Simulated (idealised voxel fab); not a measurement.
Process module, titled voxel local oxidation
The figure presents cross-section cut, which has a width of 280 nm and is divided into square cells with an edge length of 5 nm.
When this document writes out a cross-section, it uses a grid of square cells and lists it as bands, beginning at the top and moving down, with a band standing for one or more rows of cells. Band entry format. Leading values: height of top, height of bottom, nm. Remainder: materials in left-to-right order, each with its width in nm. Special words: "all across" on a single material, which then fills the band edge to edge; "blank", empty space. Heights from 0 (as-received wafer is one material below). Bottom band endless downward, as "0 nm and below". The two numbers in a width such as "30..40" mark its ends across the band: the first belongs to the top row of cells, the second to the bottom row, and from each row to the next the width moves by the same amount. A step reported as "nothing got changed" is a step in which no cell of the cross-section changed. Reported under the label "Completely enclosed voids" are the empty spaces having no open way to the top and comprising 8 cells or more; the notation for each is width x height at distance, in which the distance is measured from the left edge and all three values are in nm. It should be noted that, on the line of a given step, the content following the step's settings is a remark produced by the simulator itself with respect to that step. A step's line can hold "overlay nm"; with a mask on that step, the setting says how far right of the planned place the mask lay, while a negative setting says it lay to the left. Guide to the pairs. Each holds a before and an after cross-section around one process step; the after cross-section is cut off at the lowest band that changed. Look under the pair for the step between them and its settings. Pairs can come from different runs of this module on the same starting wafer, so a pair follows on from the one above it only where its entry headed "Pre-process state" says it does.
# Pre-process state
    0 nm and below: Si all across
    Completely enclosed voids: none
# Structure After Step
    5 nm to 0 nm: SiO2 all across
    below 0: unchanged
    Completely enclosed voids: none
So what happens between those two cross-sections up there? CONFORMAL_DEP with material SiO2, thk nm 5
Pre-process state: Please consult the pair immediately above; the cross-section it shows after its step is the state before this step.
# Structure After Step
    20 nm to 5 nm: SiN all across
    below 5: unchanged
    Completely enclosed voids: none
So what happens between those two cross-sections up there? CONFORMAL_DEP with material SiN, thk nm 15
Pre-process state: Please consult the pair immediately above; the cross-section it shows after its step is the state before this step.
# Structure After Step
    35 nm to 20 nm: 90 of blank; 95 of resist; 95 of blank
    below 20: unchanged
    Completely enclosed voids: none
So what happens between those two cross-sections up there? PATTERN with tone cover, mask id ACTIVE, material resist, width nm 95, thk nm 15, overlay nm 0
Pre-process state: Please consult the pair immediately above; the cross-section it shows after its step is the state before this step.
# Structure After Step
    35 nm to 20 nm: 90 of blank; 95 of resist; 95 of blank
    20 nm to 5 nm: 90 of blank; 95 of SiN; 95 of blank
    below 5: unchanged
    Completely enclosed voids: none
So what happens between those two cross-sections up there? DIRECTIONAL_ETCH with etch materials SiN, depth nm 15
Pre-process state: Please consult the pair immediately above; the cross-section it shows after its step is the state before this step.
# Structure After Step
    20 nm to 5 nm: 90 of blank; 95 of SiN; 95 of blank
    below 5: unchanged
    Completely enclosed voids: none
So what happens between those two cross-sections up there? STRIP with etch materials resist
Pre-process state: Please consult the pair immediately above; the cross-section it shows after its step is the state before this step.
# Structure After Step
    20 nm to 5 nm: 90 of blank; 95 of SiN; 95 of blank
    5 nm to 0 nm: 95 of blank; 85 of SiO2; 100 of blank
    below 0: unchanged
    Completely enclosed voids: none
So what happens between those two cross-sections up there? SELECTIVE_ETCH with etch materials SiO2, depth nm 5
Pre-process state: Please consult the pair immediately above; the cross-section it shows after its step is the state before this step.
# Structure After Step
    20 nm to 5 nm: 90 of blank; 95 of SiN; 95 of blank
    5 nm to 0 nm: 95 of blank; 85 of SiO2; 100 of blank
    0 nm to -15 nm: 110 of SiO2; 55 of Si; 115 of SiO2
    below -15: unchanged
    Completely enclosed voids: none
So what happens between those two cross-sections up there? OXIDIZE with depth nm 15
Pre-process state: Please consult the pair immediately above; the cross-section it shows after its step is the state before this step.
# Structure After Step
    5 nm to 0 nm: 95 of blank; 85 of SiO2; 100 of blank
    below 0: unchanged
    Completely enclosed voids: none
So what happens between those two cross-sections up there? STRIP with etch materials SiN
# Pre-process state
    35 nm to 20 nm: 90 of blank; 95 of resist; 95 of blank
    20 nm to 5 nm: 90 of blank; 95 of SiN; 95 of blank
    5 nm to 0 nm: SiO2 all across
    0 nm and below: Si all across
    Completely enclosed voids: none
# Structure After Step
    35 nm to 20 nm: 90 of blank; 95 of resist; 95 of blank
    20 nm to 5 nm: 90 of blank; 95 of SiN; 95 of blank
    5 nm to 0 nm: 95 of blank; 85 of SiO2; 100 of blank
    below 0: unchanged
    Completely enclosed voids: none
So what happens between those two cross-sections up there? SELECTIVE_ETCH with etch materials SiO2, depth nm 5
Pre-process state: Please consult the pair immediately above; the cross-section it shows after its step is the state before this step.
# Structure After Step
    20 nm to 5 nm: 90 of blank; 95 of SiN; 95 of blank
    below 5: unchanged
    Completely enclosed voids: none
So what happens between those two cross-sections up there? STRIP with etch materials resist
# Pre-process state
    20 nm to 5 nm: 90 of blank; 95 of SiN; 95 of blank
    5 nm to 0 nm: SiO2 all across
    0 nm and below: Si all across
    Completely enclosed voids: none
# Structure After Step
    20 nm to 5 nm: 90 of blank; 95 of SiN; 95 of blank
    5 nm to 0 nm: 105 of blank; 65 of SiO2; 110 of blank
    below 0: unchanged
    Completely enclosed voids: none
So what happens between those two cross-sections up there? SELECTIVE_ETCH with etch materials SiO2, depth nm 15
Pre-process state: Please consult the pair immediately above; the cross-section it shows after its step is the state before this step.
# Structure After Step
    20 nm to 5 nm: 90 of blank; 95 of SiN; 95 of blank
    5 nm to 0 nm: 105 of blank; 65 of SiO2; 110 of blank
    0 nm to -15 nm: 120 of SiO2; 35 of Si; 125 of SiO2
    below -15: unchanged
    Completely enclosed voids: none
So what happens between those two cross-sections up there? OXIDIZE with depth nm 15
Pre-process state: Please consult the pair immediately above; the cross-section it shows after its step is the state before this step.
# Structure After Step
    5 nm to 0 nm: 105 of blank; 65 of SiO2; 110 of blank
    below 0: unchanged
    Completely enclosed voids: none
So what happens between those two cross-sections up there? STRIP with etch materials SiN
# Pre-process state
    20 nm to 5 nm: SiN all across
    5 nm to 0 nm: SiO2 all across
    0 nm and below: Si all across
    Completely enclosed voids: none
# Structure After Step
    35 nm to 20 nm: 90 of blank; 100 of resist; 90 of blank
    below 20: unchanged
    Completely enclosed voids: none
So what happens between those two cross-sections up there? PATTERN with tone cover, mask id ACTIVE, material resist, width nm 100, thk nm 15, overlay nm 0
Pre-process state: Please consult the pair immediately above; the cross-section it shows after its step is the state before this step.
# Structure After Step
    35 nm to 20 nm: 90 of blank; 100 of resist; 90 of blank
    20 nm to 5 nm: 90 of blank; 100 of SiN; 90 of blank
    below 5: unchanged
    Completely enclosed voids: none
So what happens between those two cross-sections up there? DIRECTIONAL_ETCH with etch materials SiN, depth nm 15
Pre-process state: Please consult the pair immediately above; the cross-section it shows after its step is the state before this step.
# Structure After Step
    20 nm to 5 nm: 90 of blank; 100 of SiN; 90 of blank
    below 5: unchanged
    Completely enclosed voids: none
So what happens between those two cross-sections up there? STRIP with etch materials resist
Pre-process state: Please consult the pair immediately above; the cross-section it shows after its step is the state before this step.
# Structure After Step
    20 nm to 5 nm: 90 of blank; 100 of SiN; 90 of blank
    5 nm to 0 nm: 95 of blank; 90 of SiO2; 95 of blank
    below 0: unchanged
    Completely enclosed voids: none
So what happens between those two cross-sections up there? SELECTIVE_ETCH with etch materials SiO2, depth nm 5
Pre-process state: Please consult the pair immediately above; the cross-section it shows after its step is the state before this step.
# Structure After Step
    20 nm to 5 nm: 90 of blank; 100 of SiN; 90 of blank
    5 nm to 0 nm: 95 of blank; 90 of SiO2; 95 of blank
    0 nm to -15 nm: 110 of SiO2; 60 of Si; 110 of SiO2
    below -15: unchanged
    Completely enclosed voids: none
So what happens between those two cross-sections up there? OXIDIZE with depth nm 15
Pre-process state: Please consult the pair immediately above; the cross-section it shows after its step is the state before this step.
# Structure After Step
    5 nm to 0 nm: 95 of blank; 90 of SiO2; 95 of blank
    below 0: unchanged
    Completely enclosed voids: none
So what happens between those two cross-sections up there? STRIP with etch materials SiN
# Pre-process state
    20 nm to 5 nm: SiN all across
    5 nm to 0 nm: SiO2 all across
    0 nm and below: Si all across
    Completely enclosed voids: none
# Structure After Step
    35 nm to 20 nm: 100 of blank; 95 of resist; 85 of blank
    below 20: unchanged
    Completely enclosed voids: none
So what happens between those two cross-sections up there? PATTERN with tone cover, mask id ACTIVE, material resist, width nm 95, thk nm 15, overlay nm 10
Pre-process state: Please consult the pair immediately above; the cross-section it shows after its step is the state before this step.
# Structure After Step
    35 nm to 20 nm: 100 of blank; 95 of resist; 85 of blank
    20 nm to 5 nm: 100 of blank; 95 of SiN; 85 of blank
    below 5: unchanged
    Completely enclosed voids: none
So what happens between those two cross-sections up there? DIRECTIONAL_ETCH with etch materials SiN, depth nm 15
Pre-process state: Please consult the pair immediately above; the cross-section it shows after its step is the state before this step.
# Structure After Step
    20 nm to 5 nm: 100 of blank; 95 of SiN; 85 of blank
    below 5: unchanged
    Completely enclosed voids: none
So what happens between those two cross-sections up there? STRIP with etch materials resist
Pre-process state: Please consult the pair immediately above; the cross-section it shows after its step is the state before this step.
# Structure After Step
    20 nm to 5 nm: 100 of blank; 95 of SiN; 85 of blank
    5 nm to 0 nm: 105 of blank; 85 of SiO2; 90 of blank
    below 0: unchanged
    Completely enclosed voids: none
So what happens between those two cross-sections up there? SELECTIVE_ETCH with etch materials SiO2, depth nm 5
Pre-process state: Please consult the pair immediately above; the cross-section it shows after its step is the state before this step.
# Structure After Step
    20 nm to 5 nm: 100 of blank; 95 of SiN; 85 of blank
    5 nm to 0 nm: 105 of blank; 85 of SiO2; 90 of blank
    0 nm to -15 nm: 120 of SiO2; 55 of Si; 105 of SiO2
    below -15: unchanged
    Completely enclosed voids: none
So what happens between those two cross-sections up there? OXIDIZE with depth nm 15
Pre-process state: Please consult the pair immediately above; the cross-section it shows after its step is the state before this step.
# Structure After Step
    5 nm to 0 nm: 105 of blank; 85 of SiO2; 90 of blank
    below 0: unchanged
    Completely enclosed voids: none
So what happens between those two cross-sections up there? STRIP with etch materials SiN
# Pre-process state
    20 nm to 5 nm: 90 of blank; 95 of SiN; 95 of blank
    5 nm to 0 nm: 95 of blank; 85 of SiO2; 100 of blank
    0 nm to -15 nm: 110 of SiO2; 55 of Si; 115 of SiO2
    -15 nm and below: Si all across
    Completely enclosed voids: none
# Structure After Step
    0 nm to -15 nm: 110 of blank; 55 of Si; 115 of blank
    below -15: unchanged
    Completely enclosed voids: none
So what happens between those two cross-sections up there? STRIP with etch materials SiO2
# Pre-process state
    20 nm to 5 nm: SiN all across
    5 nm to 0 nm: SiO2 all across
    0 nm and below: Si all across
    Completely enclosed voids: none
# Structure After Step
    35 nm to 20 nm: 90 of resist; 95 of blank; 95 of resist
    below 20: unchanged
    Completely enclosed voids: none
So what happens between those two cross-sections up there? PATTERN with tone open, mask id ACTIVE, material resist, width nm 95, thk nm 15, overlay nm 0
Pre-process state: Please consult the pair immediately above; the cross-section it shows after its step is the state before this step.
# Structure After Step
    35 nm to 20 nm: 90 of resist; 95 of blank; 95 of resist
    20 nm to 5 nm: 90 of SiN; 95 of blank; 95 of SiN
    below 5: unchanged
    Completely enclosed voids: none
So what happens between those two cross-sections up there? DIRECTIONAL_ETCH with etch materials SiN, depth nm 15
Pre-process state: Please consult the pair immediately above; the cross-section it shows after its step is the state before this step.
# Structure After Step
    20 nm to 5 nm: 90 of SiN; 95 of blank; 95 of SiN
    below 5: unchanged
    Completely enclosed voids: none
So what happens between those two cross-sections up there? STRIP with etch materials resist
Pre-process state: Please consult the pair immediately above; the cross-section it shows after its step is the state before this step.
# Structure After Step
    20 nm to 5 nm: 90 of SiN; 95 of blank; 95 of SiN
    5 nm to 0 nm: 85 of SiO2; 105 of blank; 90 of SiO2
    below 0: unchanged
    Completely enclosed voids: none
So what happens between those two cross-sections up there? SELECTIVE_ETCH with etch materials SiO2, depth nm 5
Pre-process state: Please consult the pair immediately above; the cross-section it shows after its step is the state before this step.
# Structure After Step
    20 nm to 5 nm: 90 of SiN; 95 of blank; 95 of SiN
    5 nm to 0 nm: 85 of SiO2; 105 of blank; 90 of SiO2
    0 nm to -15 nm: 70 of Si; 135 of SiO2; 75 of Si
    below -15: unchanged
    Completely enclosed voids: none
So what happens between those two cross-sections up there? OXIDIZE with depth nm 15
Pre-process state: Please consult the pair immediately above; the cross-section it shows after its step is the state before this step.
# Structure After Step
    5 nm to 0 nm: 85 of SiO2; 105 of blank; 90 of SiO2
    below 0: unchanged
    Completely enclosed voids: none
So what happens between those two cross-sections up there? STRIP with etch materials SiN
